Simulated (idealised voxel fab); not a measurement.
Process module under the name voxel wiring stack
We display cut, a cross-section 210 nm in width whose square cells are each 5 nm.
This document writes a cross-section as a grid whose cells are square, and gives it as bands, listed from the top down; one or more rows of cells form a band. Heads up on the band format: heights come first, top then bottom, in nm. After that it's the materials left to right, each with its width in nm. A single material flagged "all across" fills the whole band edge to edge, and "air" means there's empty space there. Heights are measured from 0, the level below which the as-received wafer is all one material; the lowest band has no bottom and continues downward, written as in "top 0, no bottom". The notation "30 to 40" denotes a width that varies across the rows of cells in the band, beginning at the first number in the top row, finishing at the second number in the bottom row, and changing by an identical amount from each row to the next. For the purposes of this document, the phrase "nothing different" attached to a step denotes that no cell within the cross-section was modified by that step. If an empty space has no open way to the top and is at least 8 cells in size, "Voids lacking openings" lists it, written width x height at distance, where distance is measured from the left edge and every value is in nm. Post-settings text on a step line: simulator's own remark regarding the step. overlay nm: mask offset rightward from planned place, masked step; negative means leftward offset.

SO HERE'S THE LINEUP OF PROCESS STEPS WE PLANNED
1 RECEIVE [material Si]
2 CONFORMAL_DEP [material SiO2] [thk nm 10]
3 DIRECTIONAL_DEP [material TiN] [thk nm 5]
4 DIRECTIONAL_DEP [material Ru] [thk nm 25]
5 DIRECTIONAL_DEP [material aC] [thk nm 10]
6 PATTERN [tone cover] [mask id METAL_1] [material resist] [width nm 25] [pitch nm 40] [thk nm 25] [overlay nm 0]
7 DIRECTIONAL_ETCH [etch materials aC] [depth nm 10]
8 STRIP [etch materials resist]
9 DIRECTIONAL_ETCH [etch materials Ru] [depth nm 25]
10 DIRECTIONAL_ETCH [etch materials TiN] [depth nm 5]
11 STRIP [etch materials aC]
12 FILL_DEP [material SiO2] [thk nm 5]
13 CMP [height nm 40]
14 CONFORMAL_DEP [material SiCN] [thk nm 5]
15 DIRECTIONAL_DEP [material SiO2] [thk nm 15]
16 MASKED_ETCH [tone open] [mask id PLUG_1] [width nm 15] [pitch nm 40] [etch materials SiO2] [depth nm 15] [overlay nm 0]
17 MASKED_ETCH [tone open] [mask id PLUG_1] [width nm 15] [pitch nm 40] [etch materials SiCN] [depth nm 5] [overlay nm 0]
18 CONFORMAL_DEP [material TiN] [thk nm 5]
19 FILL_DEP [material Ru] [thk nm 10]
20 CMP [height nm 60]
21 CONFORMAL_DEP [material SiN] [thk nm 5]
22 DIRECTIONAL_DEP [material lowk] [thk nm 15]
23 DIRECTIONAL_DEP [material aC] [thk nm 10]
24 PATTERN [tone open] [mask id METAL_2] [material resist] [width nm 25] [pitch nm 40] [thk nm 30] [overlay nm 0]
25 DIRECTIONAL_ETCH [etch materials aC] [depth nm 10]
26 STRIP [etch materials resist]
27 DIRECTIONAL_ETCH [etch materials lowk] [depth nm 15]
28 DIRECTIONAL_ETCH [etch materials SiN] [depth nm 5]
29 STRIP [etch materials aC]
30 CONFORMAL_DEP [material TiN] [thk nm 5]
31 FILL_DEP [material Cu] [thk nm 5]
32 CMP [height nm 80]
33 CONFORMAL_DEP [material SiCN] [thk nm 5]
34 DIRECTIONAL_DEP [material SiO2] [thk nm 30]
35 MASKED_ETCH [tone open] [mask id METAL_3_HOLES] [width nm 15] [pitch nm 80] [etch materials SiO2] [depth nm 30] [overlay nm 0]
36 DIRECTIONAL_DEP [material aC] [thk nm 15]
37 PATTERN [tone open] [mask id METAL_3] [material resist] [width nm 25] [pitch nm 40] [thk nm 30] [overlay nm 0]
38 DIRECTIONAL_ETCH [etch materials aC] [depth nm 15]
39 STRIP [etch materials resist]
40 DIRECTIONAL_ETCH [etch materials SiO2] [depth nm 20]
41 DIRECTIONAL_ETCH [etch materials SiCN] [depth nm 5]
42 STRIP [etch materials aC]
43 CONFORMAL_DEP [material TiN] [thk nm 5]
44 FILL_DEP [material Cu] [thk nm 10]
45 CMP [height nm 115]
46 CONFORMAL_DEP [material SiN] [thk nm 5]

OF TWO WAFERS, THE FIRST: RUN ACCORDING TO PLAN

CROSS-SECTION OF THE INCOMING WAFER, STATE AFTER STEP 1
    top 0, no bottom | Si all across
    Voids lacking openings: none

THE FOLLOWING CROSS-SECTION DEPICTS THE WAFER UPON COMPLETION OF STEP 2
    top 10, bottom 0 | SiO2 all across
    Whatever lies below 0 is exactly as it was before.

THE FOLLOWING CROSS-SECTION DEPICTS THE WAFER UPON COMPLETION OF STEP 3
    top 15, bottom 10 | TiN all across
    Whatever lies below 10 is exactly as it was before.

THE FOLLOWING CROSS-SECTION DEPICTS THE WAFER UPON COMPLETION OF STEP 4
    top 40, bottom 15 | Ru all across
    Whatever lies below 15 is exactly as it was before.

THE FOLLOWING CROSS-SECTION DEPICTS THE WAFER UPON COMPLETION OF STEP 5
    top 50, bottom 40 | aC all across
    Whatever lies below 40 is exactly as it was before.

THE FOLLOWING CROSS-SECTION DEPICTS THE WAFER UPON COMPLETION OF STEP 6
    top 75, bottom 50 | air 30 nm, resist 25 nm, air 15 nm, resist 25 nm, air 15 nm, resist 25 nm, air 15 nm, resist 25 nm, air 35 nm
    Whatever lies below 50 is exactly as it was before.

THE FOLLOWING CROSS-SECTION DEPICTS THE WAFER UPON COMPLETION OF STEP 7
    top 65, bottom 50 | air 30 nm, resist 25 nm, air 15 nm, resist 25 nm, air 15 nm, resist 25 nm, air 15 nm, resist 25 nm, air 35 nm
    top 50, bottom 40 | air 30 nm, aC 25 nm, air 15 nm, aC 25 nm, air 15 nm, aC 25 nm, air 15 nm, aC 25 nm, air 35 nm
    Whatever lies below 40 is exactly as it was before.

THE FOLLOWING CROSS-SECTION DEPICTS THE WAFER UPON COMPLETION OF STEP 8
    top 50, bottom 40 | air 30 nm, aC 25 nm, air 15 nm, aC 25 nm, air 15 nm, aC 25 nm, air 15 nm, aC 25 nm, air 35 nm
    Whatever lies below 40 is exactly as it was before.

THE FOLLOWING CROSS-SECTION DEPICTS THE WAFER UPON COMPLETION OF STEP 9
    top 50, bottom 40 | air 30 nm, aC 25 nm, air 15 nm, aC 25 nm, air 15 nm, aC 25 nm, air 15 nm, aC 25 nm, air 35 nm
    top 40, bottom 15 | air 30 nm, Ru 25 nm, air 15 nm, Ru 25 nm, air 15 nm, Ru 25 nm, air 15 nm, Ru 25 nm, air 35 nm
    Whatever lies below 15 is exactly as it was before.

THE FOLLOWING CROSS-SECTION DEPICTS THE WAFER UPON COMPLETION OF STEP 10
    top 50, bottom 40 | air 30 nm, aC 25 nm, air 15 nm, aC 25 nm, air 15 nm, aC 25 nm, air 15 nm, aC 25 nm, air 35 nm
    top 40, bottom 15 | air 30 nm, Ru 25 nm, air 15 nm, Ru 25 nm, air 15 nm, Ru 25 nm, air 15 nm, Ru 25 nm, air 35 nm
    top 15, bottom 10 | air 30 nm, TiN 25 nm, air 15 nm, TiN 25 nm, air 15 nm, TiN 25 nm, air 15 nm, TiN 25 nm, air 35 nm
    Whatever lies below 10 is exactly as it was before.

THE FOLLOWING CROSS-SECTION DEPICTS THE WAFER UPON COMPLETION OF STEP 11
    top 40, bottom 15 | air 30 nm, Ru 25 nm, air 15 nm, Ru 25 nm, air 15 nm, Ru 25 nm, air 15 nm, Ru 25 nm, air 35 nm
    Whatever lies below 15 is exactly as it was before.

THE FOLLOWING CROSS-SECTION DEPICTS THE WAFER UPON COMPLETION OF STEP 12
    top 45, bottom 40 | SiO2 all across
    top 40, bottom 15 | SiO2 30 nm, Ru 25 nm, SiO2 15 nm, Ru 25 nm, SiO2 15 nm, Ru 25 nm, SiO2 15 nm, Ru 25 nm, SiO2 35 nm
    top 15, bottom 10 | SiO2 30 nm, TiN 25 nm, SiO2 15 nm, TiN 25 nm, SiO2 15 nm, TiN 25 nm, SiO2 15 nm, TiN 25 nm, SiO2 35 nm
    Whatever lies below 10 is exactly as it was before.

THE FOLLOWING CROSS-SECTION DEPICTS THE WAFER UPON COMPLETION OF STEP 13
    top 40, bottom 15 | SiO2 30 nm, Ru 25 nm, SiO2 15 nm, Ru 25 nm, SiO2 15 nm, Ru 25 nm, SiO2 15 nm, Ru 25 nm, SiO2 35 nm
    Whatever lies below 15 is exactly as it was before.

THE FOLLOWING CROSS-SECTION DEPICTS THE WAFER UPON COMPLETION OF STEP 14
    top 45, bottom 40 | SiCN all across
    Whatever lies below 40 is exactly as it was before.

THE FOLLOWING CROSS-SECTION DEPICTS THE WAFER UPON COMPLETION OF STEP 15
    top 60, bottom 45 | SiO2 all across
    Whatever lies below 45 is exactly as it was before.

THE FOLLOWING CROSS-SECTION DEPICTS THE WAFER UPON COMPLETION OF STEP 16
    top 60, bottom 45 | SiO2 30 nm, air 15 nm, SiO2 25 nm, air 15 nm, SiO2 25 nm, air 15 nm, SiO2 25 nm, air 15 nm, SiO2 45 nm
    Whatever lies below 45 is exactly as it was before.

THE FOLLOWING CROSS-SECTION DEPICTS THE WAFER UPON COMPLETION OF STEP 17
    top 60, bottom 45 | SiO2 30 nm, air 15 nm, SiO2 25 nm, air 15 nm, SiO2 25 nm, air 15 nm, SiO2 25 nm, air 15 nm, SiO2 45 nm
    top 45, bottom 40 | SiCN 30 nm, air 15 nm, SiCN 25 nm, air 15 nm, SiCN 25 nm, air 15 nm, SiCN 25 nm, air 15 nm, SiCN 45 nm
    Whatever lies below 40 is exactly as it was before.

THE FOLLOWING CROSS-SECTION DEPICTS THE WAFER UPON COMPLETION OF STEP 18
    top 65, bottom 60 | TiN 35 nm, air 5 nm, TiN 35 nm, air 5 nm, TiN 35 nm, air 5 nm, TiN 35 nm, air 5 nm, TiN 50 nm
    top 60, bottom 45 | SiO2 30 nm, TiN 5 nm, air 5 nm, TiN 5 nm, SiO2 25 nm, TiN 5 nm, air 5 nm, TiN 5 nm, SiO2 25 nm, TiN 5 nm, air 5 nm, TiN 5 nm, SiO2 25 nm, TiN 5 nm, air 5 nm, TiN 5 nm, SiO2 45 nm
    top 45, bottom 40 | SiCN 30 nm, TiN 15 nm, SiCN 25 nm, TiN 15 nm, SiCN 25 nm, TiN 15 nm, SiCN 25 nm, TiN 15 nm, SiCN 45 nm
    Whatever lies below 40 is exactly as it was before.

THE FOLLOWING CROSS-SECTION DEPICTS THE WAFER UPON COMPLETION OF STEP 19
    top 75, bottom 65 | Ru all across
    top 65, bottom 60 | TiN 35 nm, Ru 5 nm, TiN 35 nm, Ru 5 nm, TiN 35 nm, Ru 5 nm, TiN 35 nm, Ru 5 nm, TiN 50 nm
    top 60, bottom 45 | SiO2 30 nm, TiN 5 nm, Ru 5 nm, TiN 5 nm, SiO2 25 nm, TiN 5 nm, Ru 5 nm, TiN 5 nm, SiO2 25 nm, TiN 5 nm, Ru 5 nm, TiN 5 nm, SiO2 25 nm, TiN 5 nm, Ru 5 nm, TiN 5 nm, SiO2 45 nm
    Whatever lies below 45 is exactly as it was before.

THE FOLLOWING CROSS-SECTION DEPICTS THE WAFER UPON COMPLETION OF STEP 20
    top 60, bottom 45 | SiO2 30 nm, TiN 5 nm, Ru 5 nm, TiN 5 nm, SiO2 25 nm, TiN 5 nm, Ru 5 nm, TiN 5 nm, SiO2 25 nm, TiN 5 nm, Ru 5 nm, TiN 5 nm, SiO2 25 nm, TiN 5 nm, Ru 5 nm, TiN 5 nm, SiO2 45 nm
    Whatever lies below 45 is exactly as it was before.

THE FOLLOWING CROSS-SECTION DEPICTS THE WAFER UPON COMPLETION OF STEP 21
    top 65, bottom 60 | SiN all across
    Whatever lies below 60 is exactly as it was before.

THE FOLLOWING CROSS-SECTION DEPICTS THE WAFER UPON COMPLETION OF STEP 22
    top 80, bottom 65 | lowk all across
    Whatever lies below 65 is exactly as it was before.

THE FOLLOWING CROSS-SECTION DEPICTS THE WAFER UPON COMPLETION OF STEP 23
    top 90, bottom 80 | aC all across
    Whatever lies below 80 is exactly as it was before.

THE FOLLOWING CROSS-SECTION DEPICTS THE WAFER UPON COMPLETION OF STEP 24
    top 120, bottom 90 | resist 30 nm, air 25 nm, resist 15 nm, air 25 nm, resist 15 nm, air 25 nm, resist 15 nm, air 25 nm, resist 35 nm
    Whatever lies below 90 is exactly as it was before.

THE FOLLOWING CROSS-SECTION DEPICTS THE WAFER UPON COMPLETION OF STEP 25
    top 110, bottom 90 | resist 30 nm, air 25 nm, resist 15 nm, air 25 nm, resist 15 nm, air 25 nm, resist 15 nm, air 25 nm, resist 35 nm
    top 90, bottom 80 | aC 30 nm, air 25 nm, aC 15 nm, air 25 nm, aC 15 nm, air 25 nm, aC 15 nm, air 25 nm, aC 35 nm
    Whatever lies below 80 is exactly as it was before.

THE FOLLOWING CROSS-SECTION DEPICTS THE WAFER UPON COMPLETION OF STEP 26
    top 90, bottom 80 | aC 30 nm, air 25 nm, aC 15 nm, air 25 nm, aC 15 nm, air 25 nm, aC 15 nm, air 25 nm, aC 35 nm
    Whatever lies below 80 is exactly as it was before.

THE FOLLOWING CROSS-SECTION DEPICTS THE WAFER UPON COMPLETION OF STEP 27
    top 90, bottom 80 | aC 30 nm, air 25 nm, aC 15 nm, air 25 nm, aC 15 nm, air 25 nm, aC 15 nm, air 25 nm, aC 35 nm
    top 80, bottom 65 | lowk 30 nm, air 25 nm, lowk 15 nm, air 25 nm, lowk 15 nm, air 25 nm, lowk 15 nm, air 25 nm, lowk 35 nm
    Whatever lies below 65 is exactly as it was before.

THE FOLLOWING CROSS-SECTION DEPICTS THE WAFER UPON COMPLETION OF STEP 28
    top 90, bottom 80 | aC 30 nm, air 25 nm, aC 15 nm, air 25 nm, aC 15 nm, air 25 nm, aC 15 nm, air 25 nm, aC 35 nm
    top 80, bottom 65 | lowk 30 nm, air 25 nm, lowk 15 nm, air 25 nm, lowk 15 nm, air 25 nm, lowk 15 nm, air 25 nm, lowk 35 nm
    top 65, bottom 60 | SiN 30 nm, air 25 nm, SiN 15 nm, air 25 nm, SiN 15 nm, air 25 nm, SiN 15 nm, air 25 nm, SiN 35 nm
    Whatever lies below 60 is exactly as it was before.

THE FOLLOWING CROSS-SECTION DEPICTS THE WAFER UPON COMPLETION OF STEP 29
    top 80, bottom 65 | lowk 30 nm, air 25 nm, lowk 15 nm, air 25 nm, lowk 15 nm, air 25 nm, lowk 15 nm, air 25 nm, lowk 35 nm
    Whatever lies below 65 is exactly as it was before.

THE FOLLOWING CROSS-SECTION DEPICTS THE WAFER UPON COMPLETION OF STEP 30
    top 85, bottom 80 | TiN 35 nm, air 15 nm, TiN 25 nm, air 15 nm, TiN 25 nm, air 15 nm, TiN 25 nm, air 15 nm, TiN 40 nm
    top 80, bottom 65 | lowk 30 nm, TiN 5 nm, air 15 nm, TiN 5 nm, lowk 15 nm, TiN 5 nm, air 15 nm, TiN 5 nm, lowk 15 nm, TiN 5 nm, air 15 nm, TiN 5 nm, lowk 15 nm, TiN 5 nm, air 15 nm, TiN 5 nm, lowk 35 nm
    top 65, bottom 60 | SiN 30 nm, TiN 25 nm, SiN 15 nm, TiN 25 nm, SiN 15 nm, TiN 25 nm, SiN 15 nm, TiN 25 nm, SiN 35 nm
    Whatever lies below 60 is exactly as it was before.

THE FOLLOWING CROSS-SECTION DEPICTS THE WAFER UPON COMPLETION OF STEP 31
    top 90, bottom 85 | Cu all across
    top 85, bottom 80 | TiN 35 nm, Cu 15 nm, TiN 25 nm, Cu 15 nm, TiN 25 nm, Cu 15 nm, TiN 25 nm, Cu 15 nm, TiN 40 nm
    top 80, bottom 65 | lowk 30 nm, TiN 5 nm, Cu 15 nm, TiN 5 nm, lowk 15 nm, TiN 5 nm, Cu 15 nm, TiN 5 nm, lowk 15 nm, TiN 5 nm, Cu 15 nm, TiN 5 nm, lowk 15 nm, TiN 5 nm, Cu 15 nm, TiN 5 nm, lowk 35 nm
    Whatever lies below 65 is exactly as it was before.

THE FOLLOWING CROSS-SECTION DEPICTS THE WAFER UPON COMPLETION OF STEP 32
    top 80, bottom 65 | lowk 30 nm, TiN 5 nm, Cu 15 nm, TiN 5 nm, lowk 15 nm, TiN 5 nm, Cu 15 nm, TiN 5 nm, lowk 15 nm, TiN 5 nm, Cu 15 nm, TiN 5 nm, lowk 15 nm, TiN 5 nm, Cu 15 nm, TiN 5 nm, lowk 35 nm
    Whatever lies below 65 is exactly as it was before.

THE FOLLOWING CROSS-SECTION DEPICTS THE WAFER UPON COMPLETION OF STEP 33
    top 85, bottom 80 | SiCN all across
    Whatever lies below 80 is exactly as it was before.

THE FOLLOWING CROSS-SECTION DEPICTS THE WAFER UPON COMPLETION OF STEP 34
    top 115, bottom 85 | SiO2 all across
    Whatever lies below 85 is exactly as it was before.

THE FOLLOWING CROSS-SECTION DEPICTS THE WAFER UPON COMPLETION OF STEP 35
    top 115, bottom 85 | SiO2 30 nm, air 15 nm, SiO2 65 nm, air 15 nm, SiO2 85 nm
    Whatever lies below 85 is exactly as it was before.

THE FOLLOWING CROSS-SECTION DEPICTS THE WAFER UPON COMPLETION OF STEP 36
    top 130, bottom 115 | aC 30 nm, air 15 nm, aC 65 nm, air 15 nm, aC 85 nm
    top 115, bottom 100 | SiO2 30 nm, air 15 nm, SiO2 65 nm, air 15 nm, SiO2 85 nm
    top 100, bottom 85 | SiO2 30 nm, aC 15 nm, SiO2 65 nm, aC 15 nm, SiO2 85 nm
    Whatever lies below 85 is exactly as it was before.

THE FOLLOWING CROSS-SECTION DEPICTS THE WAFER UPON COMPLETION OF STEP 37
    top 160, bottom 130 | resist 30 nm, air 25 nm, resist 15 nm, air 25 nm, resist 15 nm, air 25 nm, resist 15 nm, air 25 nm, resist 35 nm
    Whatever lies below 130 is exactly as it was before.

THE FOLLOWING CROSS-SECTION DEPICTS THE WAFER UPON COMPLETION OF STEP 38
    top 145, bottom 130 | resist 30 nm, air 25 nm, resist 15 nm, air 25 nm, resist 15 nm, air 25 nm, resist 15 nm, air 25 nm, resist 35 nm
    top 130, bottom 115 | aC 30 nm, air 25 nm, aC 15 nm, air 25 nm, aC 15 nm, air 25 nm, aC 15 nm, air 25 nm, aC 35 nm
    top 115, bottom 85 | SiO2 30 nm, air 15 nm, SiO2 65 nm, air 15 nm, SiO2 85 nm
    Whatever lies below 85 is exactly as it was before.

THE FOLLOWING CROSS-SECTION DEPICTS THE WAFER UPON COMPLETION OF STEP 39
    top 130, bottom 115 | aC 30 nm, air 25 nm, aC 15 nm, air 25 nm, aC 15 nm, air 25 nm, aC 15 nm, air 25 nm, aC 35 nm
    Whatever lies below 115 is exactly as it was before.

THE FOLLOWING CROSS-SECTION DEPICTS THE WAFER UPON COMPLETION OF STEP 40
    top 130, bottom 115 | aC 30 nm, air 25 nm, aC 15 nm, air 25 nm, aC 15 nm, air 25 nm, aC 15 nm, air 25 nm, aC 35 nm
    top 115, bottom 95 | SiO2 30 nm, air 25 nm, SiO2 15 nm, air 25 nm, SiO2 15 nm, air 25 nm, SiO2 15 nm, air 25 nm, SiO2 35 nm
    Whatever lies below 95 is exactly as it was before.

THE FOLLOWING CROSS-SECTION DEPICTS THE WAFER UPON COMPLETION OF STEP 41
    top 130, bottom 115 | aC 30 nm, air 25 nm, aC 15 nm, air 25 nm, aC 15 nm, air 25 nm, aC 15 nm, air 25 nm, aC 35 nm
    top 115, bottom 95 | SiO2 30 nm, air 25 nm, SiO2 15 nm, air 25 nm, SiO2 15 nm, air 25 nm, SiO2 15 nm, air 25 nm, SiO2 35 nm
    top 95, bottom 85 | SiO2 30 nm, air 15 nm, SiO2 65 nm, air 15 nm, SiO2 85 nm
    top 85, bottom 80 | SiCN 30 nm, air 15 nm, SiCN 65 nm, air 15 nm, SiCN 85 nm
    Whatever lies below 80 is exactly as it was before.

THE FOLLOWING CROSS-SECTION DEPICTS THE WAFER UPON COMPLETION OF STEP 42
    top 115, bottom 95 | SiO2 30 nm, air 25 nm, SiO2 15 nm, air 25 nm, SiO2 15 nm, air 25 nm, SiO2 15 nm, air 25 nm, SiO2 35 nm
    Whatever lies below 95 is exactly as it was before.

THE FOLLOWING CROSS-SECTION DEPICTS THE WAFER UPON COMPLETION OF STEP 43
    top 120, bottom 115 | TiN 35 nm, air 15 nm, TiN 25 nm, air 15 nm, TiN 25 nm, air 15 nm, TiN 25 nm, air 15 nm, TiN 40 nm
    top 115, bottom 100 | SiO2 30 nm, TiN 5 nm, air 15 nm, TiN 5 nm, SiO2 15 nm, TiN 5 nm, air 15 nm, TiN 5 nm, SiO2 15 nm, TiN 5 nm, air 15 nm, TiN 5 nm, SiO2 15 nm, TiN 5 nm, air 15 nm, TiN 5 nm, SiO2 35 nm
    top 100, bottom 95 | SiO2 30 nm, TiN 5 nm, air 5 nm, TiN 15 nm, SiO2 15 nm, TiN 25 nm, SiO2 15 nm, TiN 5 nm, air 5 nm, TiN 15 nm, SiO2 15 nm, TiN 25 nm, SiO2 35 nm
    top 95, bottom 85 | SiO2 30 nm, TiN 5 nm, air 5 nm, TiN 5 nm, SiO2 65 nm, TiN 5 nm, air 5 nm, TiN 5 nm, SiO2 85 nm
    top 85, bottom 80 | SiCN 30 nm, TiN 15 nm, SiCN 65 nm, TiN 15 nm, SiCN 85 nm
    Whatever lies below 80 is exactly as it was before.

THE FOLLOWING CROSS-SECTION DEPICTS THE WAFER UPON COMPLETION OF STEP 44
    top 130, bottom 120 | Cu all across
    top 120, bottom 115 | TiN 35 nm, Cu 15 nm, TiN 25 nm, Cu 15 nm, TiN 25 nm, Cu 15 nm, TiN 25 nm, Cu 15 nm, TiN 40 nm
    top 115, bottom 100 | SiO2 30 nm, TiN 5 nm, Cu 15 nm, TiN 5 nm, SiO2 15 nm, TiN 5 nm, Cu 15 nm, TiN 5 nm, SiO2 15 nm, TiN 5 nm, Cu 15 nm, TiN 5 nm, SiO2 15 nm, TiN 5 nm, Cu 15 nm, TiN 5 nm, SiO2 35 nm
    top 100, bottom 95 | SiO2 30 nm, TiN 5 nm, Cu 5 nm, TiN 15 nm, SiO2 15 nm, TiN 25 nm, SiO2 15 nm, TiN 5 nm, Cu 5 nm, TiN 15 nm, SiO2 15 nm, TiN 25 nm, SiO2 35 nm
    top 95, bottom 85 | SiO2 30 nm, TiN 5 nm, Cu 5 nm, TiN 5 nm, SiO2 65 nm, TiN 5 nm, Cu 5 nm, TiN 5 nm, SiO2 85 nm
    Whatever lies below 85 is exactly as it was before.

THE FOLLOWING CROSS-SECTION DEPICTS THE WAFER UPON COMPLETION OF STEP 45
    top 115, bottom 100 | SiO2 30 nm, TiN 5 nm, Cu 15 nm, TiN 5 nm, SiO2 15 nm, TiN 5 nm, Cu 15 nm, TiN 5 nm, SiO2 15 nm, TiN 5 nm, Cu 15 nm, TiN 5 nm, SiO2 15 nm, TiN 5 nm, Cu 15 nm, TiN 5 nm, SiO2 35 nm
    Whatever lies below 100 is exactly as it was before.

THE FOLLOWING CROSS-SECTION DEPICTS THE WAFER UPON COMPLETION OF STEP 46
    top 120, bottom 115 | SiN all across
    Whatever lies below 115 is exactly as it was before.

WHAT FOLLOWS CONCERNS THE SECOND WAFER, WHICH STARTED OUT LIKE THE FIRST AND WAS MEANT TO FOLLOW THE VERY SAME PLAN; ONE MISTAKE CREPT IN WHEN IT WAS RUN, BUT EVERYTHING UP TO AND INCLUDING STEP 33 IS THE SAME AS FOR THE FIRST WAFER

SECOND WAFER AT THE PLANNED FINISH OF STEP 34, SEEN IN CROSS-SECTION
    top 145, bottom 85 | SiO2 all across
    Whatever lies below 85 is exactly as it was before.

SECOND WAFER AT THE PLANNED FINISH OF STEP 35, SEEN IN CROSS-SECTION
    top 145, bottom 115 | SiO2 30 nm, air 15 nm, SiO2 65 nm, air 15 nm, SiO2 85 nm
    Whatever lies below 115 is exactly as it was before.

SECOND WAFER AT THE PLANNED FINISH OF STEP 36, SEEN IN CROSS-SECTION
    top 160, bottom 145 | aC 30 nm, air 15 nm, aC 65 nm, air 15 nm, aC 85 nm
    top 145, bottom 130 | SiO2 30 nm, air 15 nm, SiO2 65 nm, air 15 nm, SiO2 85 nm
    top 130, bottom 115 | SiO2 30 nm, aC 15 nm, SiO2 65 nm, aC 15 nm, SiO2 85 nm
    Whatever lies below 115 is exactly as it was before.

SECOND WAFER AT THE PLANNED FINISH OF STEP 37, SEEN IN CROSS-SECTION
    top 190, bottom 160 | resist 30 nm, air 25 nm, resist 15 nm, air 25 nm, resist 15 nm, air 25 nm, resist 15 nm, air 25 nm, resist 35 nm
    Whatever lies below 160 is exactly as it was before.

SECOND WAFER AT THE PLANNED FINISH OF STEP 38, SEEN IN CROSS-SECTION
    top 175, bottom 160 | resist 30 nm, air 25 nm, resist 15 nm, air 25 nm, resist 15 nm, air 25 nm, resist 15 nm, air 25 nm, resist 35 nm
    top 160, bottom 145 | aC 30 nm, air 25 nm, aC 15 nm, air 25 nm, aC 15 nm, air 25 nm, aC 15 nm, air 25 nm, aC 35 nm
    top 145, bottom 115 | SiO2 30 nm, air 15 nm, SiO2 65 nm, air 15 nm, SiO2 85 nm
    Whatever lies below 115 is exactly as it was before.

SECOND WAFER AT THE PLANNED FINISH OF STEP 39, SEEN IN CROSS-SECTION
    top 160, bottom 145 | aC 30 nm, air 25 nm, aC 15 nm, air 25 nm, aC 15 nm, air 25 nm, aC 15 nm, air 25 nm, aC 35 nm
    Whatever lies below 145 is exactly as it was before.

SECOND WAFER AT THE PLANNED FINISH OF STEP 40, SEEN IN CROSS-SECTION
    top 160, bottom 145 | aC 30 nm, air 25 nm, aC 15 nm, air 25 nm, aC 15 nm, air 25 nm, aC 15 nm, air 25 nm, aC 35 nm
    top 145, bottom 125 | SiO2 30 nm, air 25 nm, SiO2 15 nm, air 25 nm, SiO2 15 nm, air 25 nm, SiO2 15 nm, air 25 nm, SiO2 35 nm
    top 125, bottom 95 | SiO2 30 nm, air 15 nm, SiO2 65 nm, air 15 nm, SiO2 85 nm
    Whatever lies below 95 is exactly as it was before.

Second wafer at the planned finish of step 41, seen in cross-section: nothing different

SECOND WAFER AT THE PLANNED FINISH OF STEP 42, SEEN IN CROSS-SECTION
    top 145, bottom 125 | SiO2 30 nm, air 25 nm, SiO2 15 nm, air 25 nm, SiO2 15 nm, air 25 nm, SiO2 15 nm, air 25 nm, SiO2 35 nm
    Whatever lies below 125 is exactly as it was before.

SECOND WAFER AT THE PLANNED FINISH OF STEP 43, SEEN IN CROSS-SECTION
    top 150, bottom 145 | TiN 35 nm, air 15 nm, TiN 25 nm, air 15 nm, TiN 25 nm, air 15 nm, TiN 25 nm, air 15 nm, TiN 40 nm
    top 145, bottom 130 | SiO2 30 nm, TiN 5 nm, air 15 nm, TiN 5 nm, SiO2 15 nm, TiN 5 nm, air 15 nm, TiN 5 nm, SiO2 15 nm, TiN 5 nm, air 15 nm, TiN 5 nm, SiO2 15 nm, TiN 5 nm, air 15 nm, TiN 5 nm, SiO2 35 nm
    top 130, bottom 125 | SiO2 30 nm, TiN 5 nm, air 5 nm, TiN 15 nm, SiO2 15 nm, TiN 25 nm, SiO2 15 nm, TiN 5 nm, air 5 nm, TiN 15 nm, SiO2 15 nm, TiN 25 nm, SiO2 35 nm
    top 125, bottom 100 | SiO2 30 nm, TiN 5 nm, air 5 nm, TiN 5 nm, SiO2 65 nm, TiN 5 nm, air 5 nm, TiN 5 nm, SiO2 85 nm
    top 100, bottom 95 | SiO2 30 nm, TiN 15 nm, SiO2 65 nm, TiN 15 nm, SiO2 85 nm
    Whatever lies below 95 is exactly as it was before.

SECOND WAFER AT THE PLANNED FINISH OF STEP 44, SEEN IN CROSS-SECTION
    top 160, bottom 150 | Cu all across
    top 150, bottom 145 | TiN 35 nm, Cu 15 nm, TiN 25 nm, Cu 15 nm, TiN 25 nm, Cu 15 nm, TiN 25 nm, Cu 15 nm, TiN 40 nm
    top 145, bottom 130 | SiO2 30 nm, TiN 5 nm, Cu 15 nm, TiN 5 nm, SiO2 15 nm, TiN 5 nm, Cu 15 nm, TiN 5 nm, SiO2 15 nm, TiN 5 nm, Cu 15 nm, TiN 5 nm, SiO2 15 nm, TiN 5 nm, Cu 15 nm, TiN 5 nm, SiO2 35 nm
    top 130, bottom 125 | SiO2 30 nm, TiN 5 nm, Cu 5 nm, TiN 15 nm, SiO2 15 nm, TiN 25 nm, SiO2 15 nm, TiN 5 nm, Cu 5 nm, TiN 15 nm, SiO2 15 nm, TiN 25 nm, SiO2 35 nm
    top 125, bottom 100 | SiO2 30 nm, TiN 5 nm, Cu 5 nm, TiN 5 nm, SiO2 65 nm, TiN 5 nm, Cu 5 nm, TiN 5 nm, SiO2 85 nm
    Whatever lies below 100 is exactly as it was before.

SECOND WAFER AT THE PLANNED FINISH OF STEP 45, SEEN IN CROSS-SECTION
    top 115, bottom 100 | SiO2 30 nm, TiN 5 nm, Cu 5 nm, TiN 5 nm, SiO2 65 nm, TiN 5 nm, Cu 5 nm, TiN 5 nm, SiO2 85 nm
    Whatever lies below 100 is exactly as it was before.

SECOND WAFER AT THE PLANNED FINISH OF STEP 46, SEEN IN CROSS-SECTION
    top 120, bottom 115 | SiN all across
    Whatever lies below 115 is exactly as it was before.
It is concluded that the wafer was processed incorrectly with respect to the plan, in that in the plan, step 34 was performed twice
The closing comparison, in cells, has the second wafer with more or fewer of some materials than the first: 36 fewer of Cu | 6 more of SiCN | 68 more of SiO2 | 38 fewer of TiN
